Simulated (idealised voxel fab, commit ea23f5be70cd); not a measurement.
Process module heading - voxel ribs on slabs
It is cross-section cut that appears here, measuring 235 nm in width, its square cells being 5 nm in size.
If you're reading a cross-section in this doc, picture square cells in a grid; it comes to you as bands, top ones listed first down to the bottom, and a band can be one or more rows of cells. Top height, bottom height, nm. Materials left to right, width each, nm. Single material + "throughout" = fills band edge to edge. "blank" = empty. Heights from 0 (as-received wafer is one material below). Bottom band endless downward, as "z 0 and below". When a width is written as two numbers, as in "30->40", the first number is the width in the top row of cells of the band and the second is the width in its bottom row, and the width changes by the same amount from each row to the next. For the purposes of this document, the phrase "remains unaltered" attached to a step denotes that no cell within the cross-section was modified by that step. "Trapped void list": sealed empty spaces, 8 cells or more, no open way to top, listed width x height at distance, with distance from the left edge and width, height and distance in nm. The remark found on a step's line after its settings is issued by the simulator itself and pertains to that step. overlay nm: mask right of planned place by this much (step with mask). Neg. = left.
So here's the lineup of process steps we planned
step 1: RECEIVE: material Si
step 2: DIRECTIONAL_DEP: material SiO2, thk nm 20
step 3: DIRECTIONAL_DEP: material polySi, thk nm 15
step 4: DIRECTIONAL_DEP: material aC, thk nm 15
step 5: PATTERN: tone cover, mask id RIB, material resist, width nm 30, thk nm 30, overlay nm 0
step 6: DIRECTIONAL_ETCH: etch materials aC, depth nm 15
step 7: STRIP: etch materials resist
step 8: DIRECTIONAL_ETCH: etch materials polySi, depth nm 5
step 9: STRIP: etch materials aC
step 10: MASKED_ETCH: tone cover, mask id SLAB, width nm 80, etch materials polySi, depth nm 10, overlay nm -15
step 11: FILL_DEP: material SiO2, thk nm 30
step 12: CMP: height nm 55
step 13: DIRECTIONAL_DEP: material W, thk nm 5
step 14: DIRECTIONAL_DEP: material aC, thk nm 15
step 15: PATTERN: tone cover, mask id HEATER, material resist, width nm 40, thk nm 30, overlay nm 0
step 16: DIRECTIONAL_ETCH: etch materials aC, depth nm 15
step 17: STRIP: etch materials resist
step 18: DIRECTIONAL_ETCH: etch materials W, depth nm 5
step 19: STRIP: etch materials aC
step 20: CONFORMAL_DEP: material SiO2, thk nm 5
Variable across wafers: step 10 overlay nm (plan value is that of the first wafer; starting state common to all).
Incoming state of the first of several wafers in cross-section: after step 1
* z 0 and below: Si throughout
* Trapped void list: none
First of several wafers, sectioned at end of module (last step: step 20)
* z 65 to 60: blank=90 | SiO2=50 | blank=95
* z 60 to 55: SiO2=95 | W=40 | SiO2=100
* z 55 to 35: SiO2 throughout
* z 35 to 30: SiO2=100 | polySi=30 | SiO2=105
* z 30 to 20: SiO2=60 | polySi=80 | SiO2=95
* z 20 to 0: SiO2 throughout
* z 0 and below: Si throughout
* Trapped void list: none
Cross-sectional view of the final wafer of several at the module's end
* z 65 to 60: blank=90 | SiO2=50 | blank=95
* z 60 to 55: SiO2=95 | W=40 | SiO2=100
* z 55 to 35: SiO2 throughout
* z 35 to 30: SiO2=100 | polySi=30 | SiO2=105
* z 30 to 20: SiO2=90 | polySi=80 | SiO2=65
* z 20 to 0: SiO2 throughout
* z 0 and below: Si throughout
* Trapped void list: none
Table: wafers, a row each; end-of-module cell change per material since receipt, gain (+), loss (-); then closed voids
overlay nm -15 | +528 SiO2 | +8 W | +38 polySi | Trapped void list: none
overlay nm -10 | +528 SiO2 | +8 W | +38 polySi | Trapped void list: none
overlay nm -5 | +528 SiO2 | +8 W | +38 polySi | Trapped void list: none
overlay nm 0 | +528 SiO2 | +8 W | +38 polySi | Trapped void list: none
overlay nm 5 | +528 SiO2 | +8 W | +38 polySi | Trapped void list: none
overlay nm 10 | +528 SiO2 | +8 W | +38 polySi | Trapped void list: none
overlay nm 15 | +528 SiO2 | +8 W | +38 polySi | Trapped void list: none
